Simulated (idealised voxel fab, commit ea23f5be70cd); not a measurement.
Documented hereafter: the process module known as voxel capacitor over wiring.
The cross-section shown here is cut; it is 245 nm wide and divided into square cells measuring 5 nm on a side.
Cross-section format: a grid of square cells, given as bands from top to bottom; each band is one or more rows of cells. Read a band's entry like this: the first values are the height of its top and the height of its bottom in nm, and what follows is the sequence of materials from left to right, each with its width in nm. Note that "blank" is empty space, and that a single material marked "full width" reaches across the band from edge to edge. Heights are reckoned from 0. Under this level, the received wafer is all of one material. The bottommost band is open-ended downward, for example "0 and below". So if you see something like "30..40" for the width, read it as the top row of the band sitting at the first number and the bottom row at the second, with every row in between moving by the same amount as the last. Step note "same as before" = no cross-section cell changed. Under "Unvented voids" you'll find the enclosed gaps, the ones with no way out to the top, that are 8 cells or bigger; each reads width x height at distance, with distance counted from the left edge, everything in nm. That trailing text on a step's line, after the settings, is the simulator's own remark on the step. On any step carrying a mask, the "overlay nm" setting, if present on the step's line, tells how far right of its planned place the mask lay; negative values point to the left.
Steps planned for the process:
| 1 | RECEIVE with material Si |
| 2 | CONFORMAL_DEP with material SiO2, thk nm 15 |
| 3 | CONFORMAL_DEP with material SiN, thk nm 5 |
| 4 | DIRECTIONAL_DEP with material SiO2, thk nm 15 |
| 5 | MASKED_ETCH with tone open, mask id METAL_1, width nm 30, pitch nm 100, etch materials SiO2, depth nm 15, overlay nm 0 |
| 6 | MASKED_ETCH with tone open, mask id METAL_1, width nm 20, pitch nm 100, etch materials SiN, depth nm 5, overlay nm 0 |
| 7 | CONFORMAL_DEP with material TiN, thk nm 5 |
| 8 | FILL_DEP with material W, thk nm 10 |
| 9 | CMP with height nm 35 |
| 10 | EPI with material Ru, thk nm 5 |
| 11 | FILL_DEP with material SiCN, thk nm 5 |
| 12 | DIRECTIONAL_DEP with material SiO2, thk nm 20 |
| 13 | DIRECTIONAL_DEP with material aC, thk nm 15 |
| 14 | PATTERN with tone open, mask id PLUG_1, material resist, width nm 15, thk nm 35, overlay nm 0 |
| 15 | DIRECTIONAL_ETCH with etch materials aC, depth nm 15 |
| 16 | STRIP with etch materials resist |
| 17 | DIRECTIONAL_ETCH with etch materials SiO2, depth nm 20 |
| 18 | DIRECTIONAL_ETCH with etch materials SiCN, depth nm 5 |
| 19 | STRIP with etch materials aC |
| 20 | CONFORMAL_DEP with material TiN, thk nm 5 |
| 21 | FILL_DEP with material Ru, thk nm 5 |
| 22 | CMP with height nm 65 |
| 23 | DIRECTIONAL_DEP with material TiN, thk nm 5 |
| 24 | DIRECTIONAL_DEP with material SiN, thk nm 5 |
| 25 | DIRECTIONAL_DEP with material TiN, thk nm 5 |
| 26 | DIRECTIONAL_DEP with material aC, thk nm 15 |
| 27 | PATTERN with tone cover, mask id UPPER_PLATE, material resist, width nm 75, thk nm 30, overlay nm 0 |
| 28 | DIRECTIONAL_ETCH with etch materials aC, depth nm 15 |
| 29 | STRIP with etch materials resist |
| 30 | DIRECTIONAL_ETCH with etch materials TiN, depth nm 5 |
| 31 | DIRECTIONAL_ETCH with etch materials SiN, depth nm 5 |
| 32 | STRIP with etch materials aC |
| 33 | DIRECTIONAL_DEP with material aC, thk nm 15 |
| 34 | PATTERN with tone cover, mask id LOWER_PLATE, material resist, width nm 85, thk nm 30, overlay nm 0 |
| 35 | DIRECTIONAL_ETCH with etch materials aC, depth nm 15 |
| 36 | STRIP with etch materials resist |
| 37 | DIRECTIONAL_ETCH with etch materials TiN, depth nm 5 |
| 38 | STRIP with etch materials aC |
| 39 | FILL_DEP with material SiO2, thk nm 20 |
| 40 | CMP with height nm 95 |
| 41 | PATTERN with tone open, mask id PLUG_2, material resist, width nm 15, thk nm 20, overlay nm 0 |
| 42 | DIRECTIONAL_ETCH with etch materials SiO2, depth nm 15 |
| 43 | STRIP with etch materials resist |
| 44 | CONFORMAL_DEP with material TiN, thk nm 5 |
| 45 | FILL_DEP with material Ru, thk nm 10 |
| 46 | CMP with height nm 95 |
| 47 | CONFORMAL_DEP with material SiN, thk nm 5 |
What sets these wafers apart? The width nm at step 6. They all start alike, and the plan carries the first wafer's value.
Cut through the first of several wafers as received, post step 1:
- 0 and below = Si full width
- Unvented voids: none
Below, a row for every wafer. Read it as the end-of-module picture: for each material the wafer shows its cells gained (+) or lost (-) since it was received, and then its closed voids:
width nm 20; +22 Ru; +79 SiCN; +105 SiN; +680 SiO2; +74 TiN; +20 W; Unvented voids: none
width nm 25; +22 Ru; +79 SiCN; +103 SiN; +680 SiO2; +74 TiN; +22 W; Unvented voids: none
width nm 30; +22 Ru; +79 SiCN; +101 SiN; +680 SiO2; +74 TiN; +24 W; Unvented voids: none
width nm 35; +22 Ru; +79 SiCN; +101 SiN; +680 SiO2; +74 TiN; +24 W; Unvented voids: none
width nm 40; +22 Ru; +79 SiCN; +101 SiN; +680 SiO2; +74 TiN; +24 W; Unvented voids: none
width nm 45; +22 Ru; +79 SiCN; +101 SiN; +680 SiO2; +74 TiN; +24 W; Unvented voids: none
